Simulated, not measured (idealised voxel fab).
The document below concerns the process module designated voxel self aligned contacts.
We display cut, a cross-section 210 nm in width whose square cells are each 5 nm.
Just so we're on the same page, the cross-sections are grids of square cells, and they're listed out in bands top to bottom, each band one or more rows deep.
Band: top height; bottom height; in nm. Then, left to right: material with width in nm, for each material. "edge to edge": a single material spanning edge to edge. "air": empty space.
Heights are reckoned from 0. Under this level, the received wafer is all of one material. The bottommost band is open-ended downward, for example "0 and below".
With a width like "30->40", each row of cells in the band differs from the next by the same amount, the top row carrying the first number and the bottom row the second.
Basically "no change occurred" means that step didn't change any cell in the cross-section.
"Closed void roster": sealed empty spaces, 8 cells or more, no open way to top, listed width x height at distance, with distance from the left edge and width, height and distance in nm.
Note: text after step settings on the step line = simulator remark on that step.
When a step includes a mask, the "overlay nm" setting on its line states how far to the right of its planned place that mask lay, and negative values state how far to the left.
# Planned step list for the process
1) RECEIVE [material Si]
2) OXIDIZE [depth nm 5]
3) DIRECTIONAL_DEP [material polySi] [thk nm 30]
4) DIRECTIONAL_DEP [material SiN] [thk nm 20]
5) PATTERN [tone cover] [mask id GATE] [material resist] [width nm 30] [pitch nm 65] [thk nm 20] [overlay nm 0]
6) DIRECTIONAL_ETCH [etch materials SiN] [depth nm 20]
7) DIRECTIONAL_ETCH [etch materials polySi] [depth nm 30]
8) STRIP [etch materials resist]
9) CONFORMAL_DEP [material SiN] [thk nm 10]
10) DIRECTIONAL_ETCH [etch materials SiN] [depth nm 10]
11) FILL_DEP [material SiO2] [thk nm 15]
12) CMP [height nm 55]
13) PATTERN [tone open] [mask id CONTACT] [material resist] [width nm 45] [pitch nm 65] [thk nm 15] [overlay nm 0]
14) DIRECTIONAL_ETCH [etch materials SiO2] [depth nm 60]
15) STRIP [etch materials resist]
16) CONFORMAL_DEP [material TiN] [thk nm 5]
17) FILL_DEP [material W] [thk nm 5]
18) CMP [height nm 55]
19) CONFORMAL_DEP [material SiCN] [thk nm 5]
# On the first of the two wafers: run conducted according to plan
# Cross-section: wafer on arrival = after step 1
0 and below: Si edge to edge
Closed void roster: none
# The following cross-section depicts the wafer upon completion of step 2
0 down to -5: SiO2 edge to edge
Whatever lies below -5 is exactly as it was before.
# The following cross-section depicts the wafer upon completion of step 3
30 down to 0: polySi edge to edge
Whatever lies below 0 is exactly as it was before.
# The following cross-section depicts the wafer upon completion of step 4
50 down to 30: SiN edge to edge
Whatever lies below 30 is exactly as it was before.
# The following cross-section depicts the wafer upon completion of step 5
70 down to 50: air: 25, resist: 30, air: 35, resist: 30, air: 35, resist: 30, air: 25
Whatever lies below 50 is exactly as it was before.
# The following cross-section depicts the wafer upon completion of step 6
70 down to 50: air: 25, resist: 30, air: 35, resist: 30, air: 35, resist: 30, air: 25
50 down to 30: air: 25, SiN: 30, air: 35, SiN: 30, air: 35, SiN: 30, air: 25
Whatever lies below 30 is exactly as it was before.
# The following cross-section depicts the wafer upon completion of step 7
70 down to 50: air: 25, resist: 30, air: 35, resist: 30, air: 35, resist: 30, air: 25
50 down to 30: air: 25, SiN: 30, air: 35, SiN: 30, air: 35, SiN: 30, air: 25
30 down to 0: air: 25, polySi: 30, air: 35, polySi: 30, air: 35, polySi: 30, air: 25
Whatever lies below 0 is exactly as it was before.
# The following cross-section depicts the wafer upon completion of step 8
50 down to 30: air: 25, SiN: 30, air: 35, SiN: 30, air: 35, SiN: 30, air: 25
Whatever lies below 30 is exactly as it was before.
# The following cross-section depicts the wafer upon completion of step 9
60 down to 30: air: 15, SiN: 50, air: 15, SiN: 50, air: 15, SiN: 50, air: 15
30 down to 10: air: 15, SiN: 10, polySi: 30, SiN: 10, air: 15, SiN: 10, polySi: 30, SiN: 10, air: 15, SiN: 10, polySi: 30, SiN: 10, air: 15
10 down to 0: SiN: 25, polySi: 30, SiN: 35, polySi: 30, SiN: 35, polySi: 30, SiN: 25
Whatever lies below 0 is exactly as it was before.
# The following cross-section depicts the wafer upon completion of step 10
50 down to 30: air: 15, SiN: 50, air: 15, SiN: 50, air: 15, SiN: 50, air: 15
30 down to 0: air: 15, SiN: 10, polySi: 30, SiN: 10, air: 15, SiN: 10, polySi: 30, SiN: 10, air: 15, SiN: 10, polySi: 30, SiN: 10, air: 15
Whatever lies below 0 is exactly as it was before.
# The following cross-section depicts the wafer upon completion of step 11
65 down to 50: SiO2 edge to edge
50 down to 30: SiO2: 15, SiN: 50, SiO2: 15, SiN: 50, SiO2: 15, SiN: 50, SiO2: 15
30 down to 0: SiO2: 15, SiN: 10, polySi: 30, SiN: 10, SiO2: 15, SiN: 10, polySi: 30, SiN: 10, SiO2: 15, SiN: 10, polySi: 30, SiN: 10, SiO2: 15
Whatever lies below 0 is exactly as it was before.
# The following cross-section depicts the wafer upon completion of step 12
55 down to 50: SiO2 edge to edge
Whatever lies below 50 is exactly as it was before.
# The following cross-section depicts the wafer upon completion of step 13
70 down to 55: resist: 50, air: 45, resist: 20, air: 45, resist: 50
Whatever lies below 55 is exactly as it was before.
# The following cross-section depicts the wafer upon completion of step 14
70 down to 55: resist: 50, air: 45, resist: 20, air: 45, resist: 50
55 down to 50: SiO2: 50, air: 45, SiO2: 20, air: 45, SiO2: 50
50 down to 30: SiO2: 15, SiN: 50, air: 15, SiN: 50, air: 15, SiN: 50, SiO2: 15
30 down to 0: SiO2: 15, SiN: 10, polySi: 30, SiN: 10, air: 15, SiN: 10, polySi: 30, SiN: 10, air: 15, SiN: 10, polySi: 30, SiN: 10, SiO2: 15
0 down to -5: SiO2: 65, air: 15, SiO2: 50, air: 15, SiO2: 65
Whatever lies below -5 is exactly as it was before.
# The following cross-section depicts the wafer upon completion of step 15
55 down to 50: SiO2: 50, air: 45, SiO2: 20, air: 45, SiO2: 50
Whatever lies below 50 is exactly as it was before.
# The following cross-section depicts the wafer upon completion of step 16
60 down to 55: TiN: 55, air: 35, TiN: 30, air: 35, TiN: 55
55 down to 50: SiO2: 50, TiN: 20, air: 5, TiN: 20, SiO2: 20, TiN: 20, air: 5, TiN: 20, SiO2: 50
50 down to 30: SiO2: 15, SiN: 50, TiN: 5, air: 5, TiN: 5, SiN: 50, TiN: 5, air: 5, TiN: 5, SiN: 50, SiO2: 15
30 down to 0: SiO2: 15, SiN: 10, polySi: 30, SiN: 10, TiN: 5, air: 5, TiN: 5, SiN: 10, polySi: 30, SiN: 10, TiN: 5, air: 5, TiN: 5, SiN: 10, polySi: 30, SiN: 10, SiO2: 15
0 down to -5: SiO2: 65, TiN: 15, SiO2: 50, TiN: 15, SiO2: 65
Whatever lies below -5 is exactly as it was before.
# The following cross-section depicts the wafer upon completion of step 17
65 down to 60: W edge to edge
60 down to 55: TiN: 55, W: 35, TiN: 30, W: 35, TiN: 55
55 down to 50: SiO2: 50, TiN: 20, W: 5, TiN: 20, SiO2: 20, TiN: 20, W: 5, TiN: 20, SiO2: 50
50 down to 30: SiO2: 15, SiN: 50, TiN: 5, W: 5, TiN: 5, SiN: 50, TiN: 5, W: 5, TiN: 5, SiN: 50, SiO2: 15
30 down to 0: SiO2: 15, SiN: 10, polySi: 30, SiN: 10, TiN: 5, W: 5, TiN: 5, SiN: 10, polySi: 30, SiN: 10, TiN: 5, W: 5, TiN: 5, SiN: 10, polySi: 30, SiN: 10, SiO2: 15
Whatever lies below 0 is exactly as it was before.
# The following cross-section depicts the wafer upon completion of step 18
55 down to 50: SiO2: 50, TiN: 20, W: 5, TiN: 20, SiO2: 20, TiN: 20, W: 5, TiN: 20, SiO2: 50
Whatever lies below 50 is exactly as it was before.
# The following cross-section depicts the wafer upon completion of step 19
60 down to 55: SiCN edge to edge
Whatever lies below 55 is exactly as it was before.
# The second wafer began exactly as the first did and followed the same plan, but one mistake was made while running it; through step 2 inclusive, the two wafers are identical
# Second wafer, section view, time point: scheduled end of step 3
20 down to 0: SiN edge to edge
Whatever lies below 0 is exactly as it was before.
# Second wafer, section view, time point: scheduled end of step 4
50 down to 20: polySi edge to edge
Whatever lies below 20 is exactly as it was before.
# Second wafer, section view, time point: scheduled end of step 5
70 down to 50: air: 25, resist: 30, air: 35, resist: 30, air: 35, resist: 30, air: 25
Whatever lies below 50 is exactly as it was before.
Second wafer, section view, time point: scheduled end of step 6: no change occurred
# Second wafer, section view, time point: scheduled end of step 7
70 down to 50: air: 25, resist: 30, air: 35, resist: 30, air: 35, resist: 30, air: 25
50 down to 20: air: 25, polySi: 30, air: 35, polySi: 30, air: 35, polySi: 30, air: 25
Whatever lies below 20 is exactly as it was before.
# Second wafer, section view, time point: scheduled end of step 8
50 down to 20: air: 25, polySi: 30, air: 35, polySi: 30, air: 35, polySi: 30, air: 25
Whatever lies below 20 is exactly as it was before.
# Second wafer, section view, time point: scheduled end of step 9
60 down to 50: air: 15, SiN: 50, air: 15, SiN: 50, air: 15, SiN: 50, air: 15
50 down to 30: air: 15, SiN: 10, polySi: 30, SiN: 10, air: 15, SiN: 10, polySi: 30, SiN: 10, air: 15, SiN: 10, polySi: 30, SiN: 10, air: 15
30 down to 20: SiN: 25, polySi: 30, SiN: 35, polySi: 30, SiN: 35, polySi: 30, SiN: 25
Whatever lies below 20 is exactly as it was before.
# Second wafer, section view, time point: scheduled end of step 10
50 down to 20: air: 15, SiN: 10, polySi: 30, SiN: 10, air: 15, SiN: 10, polySi: 30, SiN: 10, air: 15, SiN: 10, polySi: 30, SiN: 10, air: 15
Whatever lies below 20 is exactly as it was before.
# Second wafer, section view, time point: scheduled end of step 11
65 down to 50: SiO2 edge to edge
50 down to 20: SiO2: 15, SiN: 10, polySi: 30, SiN: 10, SiO2: 15, SiN: 10, polySi: 30, SiN: 10, SiO2: 15, SiN: 10, polySi: 30, SiN: 10, SiO2: 15
Whatever lies below 20 is exactly as it was before.
# Second wafer, section view, time point: scheduled end of step 12
55 down to 50: SiO2 edge to edge
Whatever lies below 50 is exactly as it was before.
# Second wafer, section view, time point: scheduled end of step 13
70 down to 55: resist: 50, air: 45, resist: 20, air: 45, resist: 50
Whatever lies below 55 is exactly as it was before.
# Second wafer, section view, time point: scheduled end of step 14
70 down to 55: resist: 50, air: 45, resist: 20, air: 45, resist: 50
55 down to 50: SiO2: 50, air: 45, SiO2: 20, air: 45, SiO2: 50
50 down to 20: SiO2: 15, SiN: 10, polySi: 30, SiN: 10, air: 15, SiN: 10, polySi: 30, SiN: 10, air: 15, SiN: 10, polySi: 30, SiN: 10, SiO2: 15
Whatever lies below 20 is exactly as it was before.
# Second wafer, section view, time point: scheduled end of step 15
55 down to 50: SiO2: 50, air: 45, SiO2: 20, air: 45, SiO2: 50
Whatever lies below 50 is exactly as it was before.
# Second wafer, section view, time point: scheduled end of step 16
60 down to 55: TiN: 55, air: 35, TiN: 30, air: 35, TiN: 55
55 down to 50: SiO2: 50, TiN: 20, air: 5, TiN: 20, SiO2: 20, TiN: 20, air: 5, TiN: 20, SiO2: 50
50 down to 25: SiO2: 15, SiN: 10, polySi: 30, SiN: 10, TiN: 5, air: 5, TiN: 5, SiN: 10, polySi: 30, SiN: 10, TiN: 5, air: 5, TiN: 5, SiN: 10, polySi: 30, SiN: 10, SiO2: 15
25 down to 20: SiO2: 15, SiN: 10, polySi: 30, SiN: 10, TiN: 15, SiN: 10, polySi: 30, SiN: 10, TiN: 15, SiN: 10, polySi: 30, SiN: 10, SiO2: 15
Whatever lies below 20 is exactly as it was before.
# Second wafer, section view, time point: scheduled end of step 17
65 down to 60: W edge to edge
60 down to 55: TiN: 55, W: 35, TiN: 30, W: 35, TiN: 55
55 down to 50: SiO2: 50, TiN: 20, W: 5, TiN: 20, SiO2: 20, TiN: 20, W: 5, TiN: 20, SiO2: 50
50 down to 25: SiO2: 15, SiN: 10, polySi: 30, SiN: 10, TiN: 5, W: 5, TiN: 5, SiN: 10, polySi: 30, SiN: 10, TiN: 5, W: 5, TiN: 5, SiN: 10, polySi: 30, SiN: 10, SiO2: 15
Whatever lies below 25 is exactly as it was before.
# Second wafer, section view, time point: scheduled end of step 18
55 down to 50: SiO2: 50, TiN: 20, W: 5, TiN: 20, SiO2: 20, TiN: 20, W: 5, TiN: 20, SiO2: 50
Whatever lies below 50 is exactly as it was before.
# Second wafer, section view, time point: scheduled end of step 19
60 down to 55: SiCN edge to edge
Whatever lies below 55 is exactly as it was before.
It is concluded that the wafer was processed incorrectly with respect to the plan, in that ran 3 and 4 in swapped order versus the plan
The second wafer ends with more or fewer cells of some materials than the first, per final count: SiN +48 | SiO2 -18 | TiN -20 | W -10
